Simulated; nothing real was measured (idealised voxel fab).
process module | voxel released beams
This is section cut - it's 160 nm across, gridded in 5 nm square cells.
Cross-section spec: square-cell grid; bands listed top down; each band is one or more rows. First you get the band's top height and its bottom height, in nm, and then the materials it's made of, left to right, with each width in nm. If you see a single material with "all across", that one covers the band edge to edge. "air" is empty space. Measure heights from 0. That's the level where, below it, the as-received wafer is all one material. The lowest band is bottomless and extends downward; write it as in "z 0 and below". A width such as "30 to 40" changes by the same amount from each row of cells to the next, from the band's top row to its bottom row. Key: "remains unaltered" - step with no changed cell in the cross-section. "Enclosed void entries" lists enclosed empty spaces (at least 8 cells, no open path upward to the top), each as width x height at distance from the left edge, in nm. Whatever follows a step's settings on its line is a remark the simulator itself makes about that step. Each step line may optionally specify "overlay nm", which for a step with a mask gives the rightward distance between the mask's planned place and where it lay, a negative value indicating the leftward direction.

### The planned process steps are enumerated hereunder
1: RECEIVE (material Si)
2: CONFORMAL_DEP (material Al2O3; thk nm 5)
3: DIRECTIONAL_DEP (material SiO2; thk nm 10)
4: DIRECTIONAL_DEP (material aC; thk nm 15)
5: PATTERN (tone open; mask id ANCHOR; material resist; width nm 25; thk nm 30; overlay nm 0)
6: DIRECTIONAL_ETCH (etch materials aC; depth nm 15)
7: STRIP (etch materials resist)
8: DIRECTIONAL_ETCH (etch materials SiO2; depth nm 10)
9: STRIP (etch materials aC)
10: CONFORMAL_DEP (material polySi; thk nm 10)
11: DIRECTIONAL_DEP (material aC; thk nm 10)
12: PATTERN (tone cover; mask id BEAM; material resist; width nm 85; thk nm 25; overlay nm 0)
13: DIRECTIONAL_ETCH (etch materials aC; depth nm 10)
14: STRIP (etch materials resist)
15: DIRECTIONAL_ETCH (etch materials polySi; depth nm 10)
16: STRIP (etch materials aC)
17: STRIP (etch materials SiO2)

### Wafer at receipt (post step 1), cross-section
	z 0 and below = Si all across
	Enclosed void entries: none

### Cross-sectional image of the first of two wafers at the end of the module, the run having proceeded as planned
	z 25 to 15 = air 35, polySi 15, air 5, polySi 65, air 40
	z 15 to 5 = air 40, polySi 25, air 95
	z 5 to 0 = Al2O3 all across
	z 0 and below = Si all across
	Enclosed void entries: none

### Cross-section, second wafer: same start as the first, same plan as the first, one mistake in running it; taken at the end of the module
	z 40 to 30 = air 35, polySi 85, air 40
	z 30 to 15 = polySi all across
	z 15 to 5 = SiO2 all across
	z 5 to 0 = Al2O3 all across
	z 0 and below = Si all across
	Enclosed void entries: none
Plan not followed: step 4 ran differently from the plan; actual operation with settings: DIRECTIONAL_DEP (material polySi; thk nm 15)
Bottom line after processing is that, in cells, the second wafer is up or down on some materials versus the first: SiO2 +64 | polySi +88
